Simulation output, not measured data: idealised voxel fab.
process module | voxel released beams
It is cross-section cut that appears here, measuring 215 nm in width, its square cells being 5 nm in size.
Throughout this document, each cross-section is represented as a grid of square cells and is presented as a sequence of bands enumerated from the top downward, where a band comprises one or more rows of cells.
In this notation a band is specified by the heights of its top and bottom, in that order and in nm, after which its materials appear from left to right, each paired with its width in nm. The word "full width" attached to a single material means that material fills the band from edge to edge; the word "air" stands for empty space.
The reference from which all heights are counted is 0, the level beneath which the as-received wafer is entirely one material; the lowest band, having no lower bound, proceeds downward and is written after the example "0 -> down".
So if you see something like "30 to 40" for the width, read it as the top row of the band sitting at the first number and the bottom row at the second, with every row in between moving by the same amount as the last.
A step reported as "nothing different" is a step in which no cell of the cross-section changed.
Empty spaces without an open route to the top, at least 8 cells in extent, make up the entry "Closed void catalog"; each is given as width x height at distance, where the distance is measured from the left edge, and all are in nm.
Text after the settings on a step's line: the simulator's own remark on that step.
For masked steps, "overlay nm" on the step line gives how far right of plan the mask actually lay; a minus sign means it lay to the left.
The process steps that were planned are listed below
1) op RECEIVE | material Si
2) op CONFORMAL_DEP | material Al2O3 | thk nm 5
3) op DIRECTIONAL_DEP | material SiO2 | thk nm 15
4) op DIRECTIONAL_DEP | material aC | thk nm 15
5) op PATTERN | tone open | mask id ANCHOR | material resist | width nm 35 | thk nm 35 | overlay nm 0
6) op DIRECTIONAL_ETCH | etch materials aC | depth nm 15
7) op STRIP | etch materials resist
8) op DIRECTIONAL_ETCH | etch materials SiO2 | depth nm 15
9) op STRIP | etch materials aC
10) op CONFORMAL_DEP | material SiN | thk nm 15
11) op PATTERN | tone cover | mask id BEAM | material resist | width nm 95 | thk nm 15 | overlay nm 0
12) op DIRECTIONAL_ETCH | etch materials SiN | depth nm 15
13) op STRIP | etch materials resist
14) op STRIP | etch materials SiO2
This is the cross-section of the wafer as we received it, i.e. after step 1
    0 -> down | Si full width
    Closed void catalog: none
Module complete, cross-section. Starting point and plan per above. One mistake made in running the module
    35 -> 20 | air (55) | SiN (25) | air (5) | SiN (65) | air (65)
    20 -> 5 | air (65) | SiN (35) | air (115)
    5 -> 0 | Al2O3 full width
    0 -> down | Si full width
    Closed void catalog: none
What was the processing mistake? for step 5, the planned setting was not used; the step was instead run as op PATTERN | tone open | mask id ANCHOR | material resist | width nm 35 | thk nm 35 | overlay nm 5
